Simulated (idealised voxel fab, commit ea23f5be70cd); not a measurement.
process module | voxel capacitor over wiring
cross-section cut | 295 nm wide | cells 5 nm
A cross-section is a grid of square cells, given in bands from the top down. A band is one or more rows of cells.
Each band's line starts with the height of the band's top and of its bottom, in nm. Then come its materials from left to right, each with its width in nm. One material with "throughout" fills the band from edge to edge. "air" is empty space.
Height 0 is the level under which the wafer as received is all one material. The lowest band goes on downwards, as in "0 down".
A width such as "30 to 40" changes by the same amount from each row of cells to the next, from the band's top row to its bottom row.
"no change" after a step means that no cell of the cross-section changed.
closed voids: empty space of 8 cells or more with no open way to the top, each as width x height at its distance from the left edge, in nm
after a step's settings: what the simulator itself notes on the step
overlay nm, on a step with a mask: how far to the right of its planned place the mask lay; to the left if negative
plan
1 op RECEIVE | material Si
2 op CONFORMAL_DEP | material SiO2 | thk nm 10
3 op CONFORMAL_DEP | material SiCN | thk nm 5
4 op DIRECTIONAL_DEP | material SiO2 | thk nm 25
5 op PATTERN | tone open | mask id METAL_1 | material resist | width nm 30 | pitch nm 85 | thk nm 20 | overlay nm 0
6 op DIRECTIONAL_ETCH | etch materials SiO2 | depth nm 25
7 op DIRECTIONAL_ETCH | etch materials SiCN | depth nm 5
8 op STRIP | etch materials resist
9 op CONFORMAL_DEP | material TiN | thk nm 5
10 op FILL_DEP | material W | thk nm 5
11 op CMP | height nm 40
12 op CONFORMAL_DEP | material SiCN | thk nm 5
13 op DIRECTIONAL_DEP | material SiO2 | thk nm 10
14 op PATTERN | tone open | mask id PLUG_1 | material resist | width nm 15 | thk nm 15 | overlay nm 0
15 op DIRECTIONAL_ETCH | etch materials SiO2 | depth nm 10
16 op DIRECTIONAL_ETCH | etch materials SiCN | depth nm 5
17 op STRIP | etch materials resist
18 op CONFORMAL_DEP | material TiN | thk nm 5
19 op FILL_DEP | material W | thk nm 5
20 op CMP | height nm 55
21 op DIRECTIONAL_DEP | material TiN | thk nm 10
22 op DIRECTIONAL_DEP | material Al2O3 | thk nm 5
23 op DIRECTIONAL_DEP | material TiN | thk nm 10
24 op MASKED_ETCH | tone cover | mask id UPPER_PLATE | width nm 60 | etch materials TiN | depth nm 10 | overlay nm 0
25 op MASKED_ETCH | tone cover | mask id UPPER_PLATE | width nm 60 | etch materials Al2O3 | depth nm 5 | overlay nm 0
26 op MASKED_ETCH | tone cover | mask id LOWER_PLATE | width nm 70 | etch materials TiN | depth nm 10 | overlay nm 0
27 op FILL_DEP | material SiO2 | thk nm 15
28 op CMP | height nm 90
29 op PATTERN | tone open | mask id PLUG_2 | material resist | width nm 15 | thk nm 15 | overlay nm 0
30 op DIRECTIONAL_ETCH | etch materials SiO2 | depth nm 10
31 op STRIP | etch materials resist
32 op CONFORMAL_DEP | material TiN | thk nm 5
33 op FILL_DEP | material Cu | thk nm 5
34 op CMP | height nm 90
35 op CONFORMAL_DEP | material SiN | thk nm 5
as received, after step 1
  0 down: Si throughout
  closed voids: none
first wafer at the end, as planned
  95 to 90: SiN throughout
  90 to 85: SiO2 115 | TiN 5 | Cu 5 | TiN 5 | SiO2 165
  85 to 80: SiO2 115 | TiN 15 | SiO2 165
  80 to 70: SiO2 105 | TiN 60 | SiO2 130
  70 to 65: SiO2 105 | Al2O3 60 | SiO2 130
  65 to 55: SiO2 100 | TiN 70 | SiO2 125
  55 to 45: SiO2 105 | TiN 5 | W 5 | TiN 5 | SiO2 175
  45 to 40: SiCN 105 | TiN 15 | SiCN 175
  40 to 15: SiO2 90 | TiN 5 | W 20 | TiN 5 | SiO2 55 | TiN 5 | W 20 | TiN 5 | SiO2 90
  15 to 10: SiCN 90 | TiN 30 | SiCN 55 | TiN 30 | SiCN 90
  10 to 0: SiO2 throughout
  0 down: Si throughout
  closed voids: none
second wafer at the end: like start, like plan, one mistake
  95 to 90: SiN throughout
  90 to 85: SiO2 115 | TiN 5 | Cu 5 | TiN 5 | SiO2 165
  85 to 80: SiO2 115 | TiN 15 | SiO2 165
  80 to 70: SiO2 105 | TiN 60 | SiO2 130
  70 to 65: SiO2 105 | Al2O3 60 | SiO2 130
  65 to 55: SiO2 100 | TiN 70 | SiO2 125
  55 to 45: SiO2 105 | TiN 5 | W 5 | TiN 5 | SiO2 175
  45 to 40: SiCN 105 | TiN 15 | SiCN 175
  40 to 15: W 85 | TiN 5 | SiO2 30 | TiN 5 | W 45 | TiN 5 | SiO2 30 | TiN 5 | W 85
  15 to 10: TiN 90 | SiCN 30 | TiN 55 | SiCN 30 | TiN 90
  10 to 0: SiO2 throughout
  0 down: Si throughout
  closed voids: none
what went wrong: step 5 ran as: op PATTERN | tone cover | mask id METAL_1 | material resist | width nm 30 | pitch nm 85 | thk nm 20 | overlay nm 0
at the end the second wafer has, in cells: 35 fewer of SiCN | 175 fewer of SiO2 | 35 more of TiN | 175 more of W
